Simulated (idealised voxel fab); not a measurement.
process module | voxel capacitor over wiring
cross-section cut | 220 nm wide | cells 5 nm
A cross-section is a grid of square cells, given in bands from the top down. A band is one or more rows of cells.
Each band's line starts with the height of the band's top and of its bottom, in nm. Then come its materials from left to right, each with its width in nm. One material with "throughout" fills the band from edge to edge. "air" is empty space.
Height 0 is the level under which the wafer as received is all one material. The lowest band goes on downwards, as in "0 down".
A width such as "30 to 40" changes by the same amount from each row of cells to the next, from the band's top row to its bottom row.
"no change" after a step means that no cell of the cross-section changed.
closed voids: empty space of 8 cells or more with no open way to the top, each as width x height at its distance from the left edge, in nm
after a step's settings: what the simulator itself notes on the step
overlay nm, on a step with a mask: how far to the right of its planned place the mask lay; to the left if negative
plan
1 op RECEIVE | material Si
2 op CONFORMAL_DEP | material SiO2 | thk nm 15
3 op CONFORMAL_DEP | material SiN | thk nm 5
4 op DIRECTIONAL_DEP | material SiO2 | thk nm 25
5 op MASKED_ETCH | tone open | mask id METAL_1 | width nm 20 | pitch nm 80 | etch materials SiO2 | depth nm 25 | overlay nm 0
6 op MASKED_ETCH | tone open | mask id METAL_1 | width nm 20 | pitch nm 80 | etch materials SiN | depth nm 5 | overlay nm 0
7 op CONFORMAL_DEP | material TiN | thk nm 5
8 op FILL_DEP | material Ru | thk nm 10
9 op CMP | height nm 45
10 op EPI | material Ru | thk nm 5
11 op FILL_DEP | material SiCN | thk nm 5
12 op DIRECTIONAL_DEP | material lowk | thk nm 10
13 op MASKED_ETCH | tone open | mask id PLUG_1 | width nm 15 | etch materials lowk | depth nm 10 | overlay nm 0
14 op MASKED_ETCH | tone open | mask id PLUG_1 | width nm 15 | etch materials SiCN | depth nm 5 | overlay nm -15
15 op EPI | material Ru | thk nm 10
16 op EPI | material Ru | thk nm 5
17 op DIRECTIONAL_DEP | material TiN | thk nm 10
18 op DIRECTIONAL_DEP | material Al2O3 | thk nm 5
19 op DIRECTIONAL_DEP | material TiN | thk nm 10
20 op PATTERN | tone cover | mask id UPPER_PLATE | material resist | width nm 65 | thk nm 20 | overlay nm 0
21 op DIRECTIONAL_ETCH | etch materials TiN | depth nm 10
22 op DIRECTIONAL_ETCH | etch materials Al2O3 | depth nm 5
23 op STRIP | etch materials resist
24 op DIRECTIONAL_DEP | material aC | thk nm 15
25 op PATTERN | tone cover | mask id LOWER_PLATE | material resist | width nm 75 | thk nm 30 | overlay nm 0
26 op DIRECTIONAL_ETCH | etch materials aC | depth nm 15
27 op STRIP | etch materials resist
28 op DIRECTIONAL_ETCH | etch materials TiN | depth nm 10
29 op STRIP | etch materials aC
30 op FILL_DEP | material SiO2 | thk nm 15
31 op CMP | height nm 100
32 op DIRECTIONAL_DEP | material aC | thk nm 15
33 op PATTERN | tone open | mask id PLUG_2 | material resist | width nm 15 | thk nm 35 | overlay nm 0
34 op DIRECTIONAL_ETCH | etch materials aC | depth nm 15
35 op STRIP | etch materials resist
36 op DIRECTIONAL_ETCH | etch materials SiO2 | depth nm 10
37 op STRIP | etch materials aC
38 op CONFORMAL_DEP | material TiN | thk nm 5
39 op FILL_DEP | material Ru | thk nm 5
40 op CMP | height nm 100
41 op CONFORMAL_DEP | material SiN | thk nm 5
varied across the wafers: overlay nm of step 14. The plan shows the first wafer's value. All wafers start alike
first wafer as received, after step 1
  0 down: Si throughout
  closed voids: none
each wafer at the end: cells of each material gained (+) or lost (-) since it was received, then its closed voids
overlay nm -15 | +13 Al2O3 | +33 Ru | +76 SiCN | +80 SiN | +551 SiO2 | +89 TiN | +82 lowk | closed voids: none
overlay nm -10 | +13 Al2O3 | +40 Ru | +75 SiCN | +80 SiN | +545 SiO2 | +89 TiN | +82 lowk | closed voids: none
overlay nm -5 | +13 Al2O3 | +41 Ru | +74 SiCN | +80 SiN | +545 SiO2 | +89 TiN | +82 lowk | closed voids: none
overlay nm 0 | +13 Al2O3 | +42 Ru | +73 SiCN | +80 SiN | +545 SiO2 | +89 TiN | +82 lowk | closed voids: none
overlay nm 5 | +13 Al2O3 | +41 Ru | +74 SiCN | +80 SiN | +545 SiO2 | +89 TiN | +82 lowk | closed voids: none
overlay nm 10 | +13 Al2O3 | +40 Ru | +75 SiCN | +80 SiN | +545 SiO2 | +89 TiN | +82 lowk | closed voids: none
overlay nm 15 | +13 Al2O3 | +33 Ru | +76 SiCN | +80 SiN | +551 SiO2 | +89 TiN | +82 lowk | closed voids: none
